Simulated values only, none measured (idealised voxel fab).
process module | voxel transistor to metal
cross-section cut | 245 nm wide | cells 5 nm
A cross-section is a grid of square cells, given in bands from the top down. A band is one or more rows of cells.
Each band's line starts with the height of the band's top and of its bottom, in nm. Then come its materials from left to right, each with its width in nm. One material with "throughout" fills the band from edge to edge. "air" is empty space.
Height 0 is the level under which the wafer as received is all one material. The lowest band goes on downwards, as in "0 down".
A width such as "30 to 40" changes by the same amount from each row of cells to the next, from the band's top row to its bottom row.
"no change" after a step means that no cell of the cross-section changed.
closed voids: empty space of 8 cells or more with no open way to the top, each as width x height at its distance from the left edge, in nm
after a step's settings: what the simulator itself notes on the step
overlay nm, on a step with a mask: how far to the right of its planned place the mask lay; to the left if negative
plan
1 op RECEIVE | material Si
2 op OXIDIZE | depth nm 5
3 op CONFORMAL_DEP | material SiN | thk nm 10
4 op MASKED_ETCH | tone cover | mask id ACTIVE | width nm 95 | pitch nm 115 | etch materials SiN | depth nm 10 | overlay nm 0
5 op MASKED_ETCH | tone cover | mask id ACTIVE | width nm 95 | pitch nm 115 | etch materials SiO2 | depth nm 5 | overlay nm 0
6 op MASKED_ETCH | tone cover | mask id ACTIVE | width nm 95 | pitch nm 115 | etch materials Si | depth nm 35 | overlay nm 0
7 op OXIDIZE | depth nm 5
8 op FILL_DEP | material SiO2 | thk nm 10
9 op CMP | height nm 10
10 op SELECTIVE_ETCH | etch materials SiO2 | depth nm 10
11 op STRIP | etch materials SiN
12 op SELECTIVE_ETCH | etch materials SiO2 | depth nm 5
13 op OXIDIZE | depth nm 5
14 op DIRECTIONAL_DEP | material polySi | thk nm 30
15 op DIRECTIONAL_DEP | material SiCN | thk nm 15
16 op MASKED_ETCH | tone cover | mask id GATE | width nm 25 | pitch nm 115 | etch materials SiCN | depth nm 25 | overlay nm 0
17 op MASKED_ETCH | tone cover | mask id GATE | width nm 25 | pitch nm 115 | etch materials polySi | depth nm 40 | overlay nm 0
18 op CONFORMAL_DEP | material SiN | thk nm 10
19 op DIRECTIONAL_ETCH | etch materials SiN | depth nm 10
20 op DIRECTIONAL_ETCH | etch materials SiO2 | depth nm 5
21 op DIRECTIONAL_ETCH | etch materials Si | depth nm 10
22 op EPI | material SiGe | thk nm 10
23 op FILL_DEP | material SiO2 | thk nm 5
24 op CMP | height nm 25
25 op STRIP | etch materials polySi
26 op SELECTIVE_ETCH | etch materials SiO2 | depth nm 5
27 op CONFORMAL_DEP | material HfO2 | thk nm 5
28 op CONFORMAL_DEP | material TiN | thk nm 5
29 op FILL_DEP | material W | thk nm 10
30 op CMP | height nm 20
31 op DIRECTIONAL_DEP | material SiO2 | thk nm 15
32 op DIRECTIONAL_DEP | material aC | thk nm 10
33 op PATTERN | tone open | mask id CONTACT | material resist | width nm 15 | thk nm 30 | overlay nm 0
34 op DIRECTIONAL_ETCH | etch materials aC | depth nm 10
35 op STRIP | etch materials resist
36 op DIRECTIONAL_ETCH | etch materials SiO2 | depth nm 45
37 op STRIP | etch materials aC
38 op CONFORMAL_DEP | material TiN | thk nm 5
39 op FILL_DEP | material W | thk nm 5
40 op CMP | height nm 35
41 op CONFORMAL_DEP | material SiCN | thk nm 5
42 op DIRECTIONAL_DEP | material lowk | thk nm 25
43 op DIRECTIONAL_DEP | material aC | thk nm 15
44 op PATTERN | tone open | mask id METAL_1 | material resist | width nm 15 | thk nm 35 | overlay nm 0
45 op DIRECTIONAL_ETCH | etch materials aC | depth nm 15
46 op STRIP | etch materials resist
47 op DIRECTIONAL_ETCH | etch materials lowk | depth nm 25
48 op DIRECTIONAL_ETCH | etch materials SiCN | depth nm 5
49 op STRIP | etch materials aC
50 op CONFORMAL_DEP | material TiN | thk nm 5
51 op FILL_DEP | material Cu | thk nm 10
52 op CMP | height nm 65
53 op CONFORMAL_DEP | material SiCN | thk nm 5
54 op DIRECTIONAL_DEP | material SiO2 | thk nm 25
55 op DIRECTIONAL_DEP | material aC | thk nm 10
56 op PATTERN | tone open | mask id METAL_2 | material resist | width nm 15 | pitch nm 115 | thk nm 25 | overlay nm 0
57 op DIRECTIONAL_ETCH | etch materials aC | depth nm 10
58 op STRIP | etch materials resist
59 op DIRECTIONAL_ETCH | etch materials SiO2 | depth nm 15
60 op STRIP | etch materials aC
61 op DIRECTIONAL_DEP | material aC | thk nm 15
62 op PATTERN | tone open | mask id METAL_2_HOLES | material resist | width nm 15 | pitch nm 115 | thk nm 35 | overlay nm 0
63 op DIRECTIONAL_ETCH | etch materials aC | depth nm 15
64 op STRIP | etch materials resist
65 op DIRECTIONAL_ETCH | etch materials SiO2 | depth nm 10
66 op DIRECTIONAL_ETCH | etch materials SiCN | depth nm 5
67 op STRIP | etch materials aC
68 op CONFORMAL_DEP | material TiN | thk nm 5
69 op FILL_DEP | material Cu | thk nm 10
70 op CMP | height nm 95
71 op CONFORMAL_DEP | material SiN | thk nm 5
varied across the wafers: thk nm of step 68. The plan shows the first wafer's value. All wafers start alike
first wafer as received, after step 1
  0 down: Si throughout
  closed voids: none
first wafer at the end, after step 71
  100 to 95: SiN throughout
  95 to 70: SiO2 20 | TiN 5 | Cu 5 | TiN 5 | SiO2 100 | TiN 5 | Cu 5 | TiN 5 | SiO2 95
  70 to 65: SiCN 20 | TiN 15 | SiCN 100 | TiN 15 | SiCN 95
  65 to 40: lowk 20 | TiN 5 | Cu 5 | TiN 5 | lowk 55 | TiN 5 | Cu 5 | TiN 5 | lowk 30 | TiN 5 | Cu 5 | TiN 5 | lowk 55 | TiN 5 | Cu 5 | TiN 5 | lowk 25
  40 to 35: SiCN 20 | TiN 15 | SiCN 55 | TiN 15 | SiCN 30 | TiN 15 | SiCN 55 | TiN 15 | SiCN 25
  35 to 20: SiO2 20 | TiN 5 | W 5 | TiN 5 | SiO2 55 | TiN 5 | W 5 | TiN 5 | SiO2 30 | TiN 5 | W 5 | TiN 5 | SiO2 55 | TiN 5 | W 5 | TiN 5 | SiO2 25
  20 to 5: SiO2 20 | TiN 5 | W 5 | TiN 5 | SiO2 5 | SiN 10 | HfO2 5 | TiN 5 | W 5 | TiN 5 | HfO2 5 | SiN 10 | SiO2 5 | TiN 5 | W 5 | TiN 5 | SiO2 30 | TiN 5 | W 5 | TiN 5 | SiO2 5 | SiN 10 | HfO2 5 | TiN 5 | W 5 | TiN 5 | HfO2 5 | SiN 10 | SiO2 5 | TiN 5 | W 5 | TiN 5 | SiO2 25
  5 to 0: SiO2 20 | TiN 15 | SiO2 5 | SiN 10 | HfO2 5 | TiN 5 | W 5 | TiN 5 | HfO2 5 | SiN 10 | SiO2 5 | TiN 15 | SiO2 30 | TiN 15 | SiO2 5 | SiN 10 | HfO2 5 | TiN 5 | W 5 | TiN 5 | HfO2 5 | SiN 10 | SiO2 5 | TiN 15 | SiO2 25
  0 to -5: SiO2 20 | TiN 10 | SiGe 10 | SiN 10 | HfO2 5 | TiN 15 | HfO2 5 | SiN 10 | SiGe 10 | TiN 10 | SiO2 30 | TiN 10 | SiGe 10 | SiN 10 | HfO2 5 | TiN 15 | HfO2 5 | SiN 10 | SiGe 10 | TiN 10 | SiO2 25
  -5 to -10: SiO2 20 | TiN 10 | SiGe 10 | SiO2 5 | HfO2 35 | SiO2 5 | SiGe 10 | TiN 10 | SiO2 30 | TiN 10 | SiGe 10 | SiO2 5 | HfO2 35 | SiO2 5 | SiGe 10 | TiN 10 | SiO2 25
  -10 to -20: SiO2 20 | SiGe 20 | Si 45 | SiGe 20 | SiO2 30 | SiGe 20 | Si 45 | SiGe 20 | SiO2 25
  -20 to -45: SiO2 20 | Si 85 | SiO2 30 | Si 85 | SiO2 25
  -45 down: Si throughout
  closed voids: none
last wafer at the end
  100 to 95: SiN throughout
  95 to 70: SiO2 20 | TiN 15 | SiO2 100 | TiN 15 | SiO2 95
  70 to 65: SiCN 20 | TiN 15 | SiCN 100 | TiN 15 | SiCN 95
  65 to 40: lowk 20 | TiN 5 | Cu 5 | TiN 5 | lowk 55 | TiN 5 | Cu 5 | TiN 5 | lowk 30 | TiN 5 | Cu 5 | TiN 5 | lowk 55 | TiN 5 | Cu 5 | TiN 5 | lowk 25
  40 to 35: SiCN 20 | TiN 15 | SiCN 55 | TiN 15 | SiCN 30 | TiN 15 | SiCN 55 | TiN 15 | SiCN 25
  35 to 20: SiO2 20 | TiN 5 | W 5 | TiN 5 | SiO2 55 | TiN 5 | W 5 | TiN 5 | SiO2 30 | TiN 5 | W 5 | TiN 5 | SiO2 55 | TiN 5 | W 5 | TiN 5 | SiO2 25
  20 to 5: SiO2 20 | TiN 5 | W 5 | TiN 5 | SiO2 5 | SiN 10 | HfO2 5 | TiN 5 | W 5 | TiN 5 | HfO2 5 | SiN 10 | SiO2 5 | TiN 5 | W 5 | TiN 5 | SiO2 30 | TiN 5 | W 5 | TiN 5 | SiO2 5 | SiN 10 | HfO2 5 | TiN 5 | W 5 | TiN 5 | HfO2 5 | SiN 10 | SiO2 5 | TiN 5 | W 5 | TiN 5 | SiO2 25
  5 to 0: SiO2 20 | TiN 15 | SiO2 5 | SiN 10 | HfO2 5 | TiN 5 | W 5 | TiN 5 | HfO2 5 | SiN 10 | SiO2 5 | TiN 15 | SiO2 30 | TiN 15 | SiO2 5 | SiN 10 | HfO2 5 | TiN 5 | W 5 | TiN 5 | HfO2 5 | SiN 10 | SiO2 5 | TiN 15 | SiO2 25
  0 to -5: SiO2 20 | TiN 10 | SiGe 10 | SiN 10 | HfO2 5 | TiN 15 | HfO2 5 | SiN 10 | SiGe 10 | TiN 10 | SiO2 30 | TiN 10 | SiGe 10 | SiN 10 | HfO2 5 | TiN 15 | HfO2 5 | SiN 10 | SiGe 10 | TiN 10 | SiO2 25
  -5 to -10: SiO2 20 | TiN 10 | SiGe 10 | SiO2 5 | HfO2 35 | SiO2 5 | SiGe 10 | TiN 10 | SiO2 30 | TiN 10 | SiGe 10 | SiO2 5 | HfO2 35 | SiO2 5 | SiGe 10 | TiN 10 | SiO2 25
  -10 to -20: SiO2 20 | SiGe 20 | Si 45 | SiGe 20 | SiO2 30 | SiGe 20 | Si 45 | SiGe 20 | SiO2 25
  -20 to -45: SiO2 20 | Si 85 | SiO2 30 | Si 85 | SiO2 25
  -45 down: Si throughout
  closed voids: none
each wafer at the end: cells of each material gained (+) or lost (-) since it was received, then its closed voids
thk nm 5 | +30 Cu | +34 HfO2 | -235 Si | +80 SiCN | +48 SiGe | +89 SiN | +541 SiO2 | +176 TiN | +32 W | +185 lowk | closed voids: none
thk nm 10 | +20 Cu | +34 HfO2 | -235 Si | +80 SiCN | +48 SiGe | +89 SiN | +541 SiO2 | +186 TiN | +32 W | +185 lowk | closed voids: none
thk nm 15 | +20 Cu | +34 HfO2 | -235 Si | +80 SiCN | +48 SiGe | +89 SiN | +541 SiO2 | +186 TiN | +32 W | +185 lowk | closed voids: none
thk nm 20 | +20 Cu | +34 HfO2 | -235 Si | +80 SiCN | +48 SiGe | +89 SiN | +541 SiO2 | +186 TiN | +32 W | +185 lowk | closed voids: none
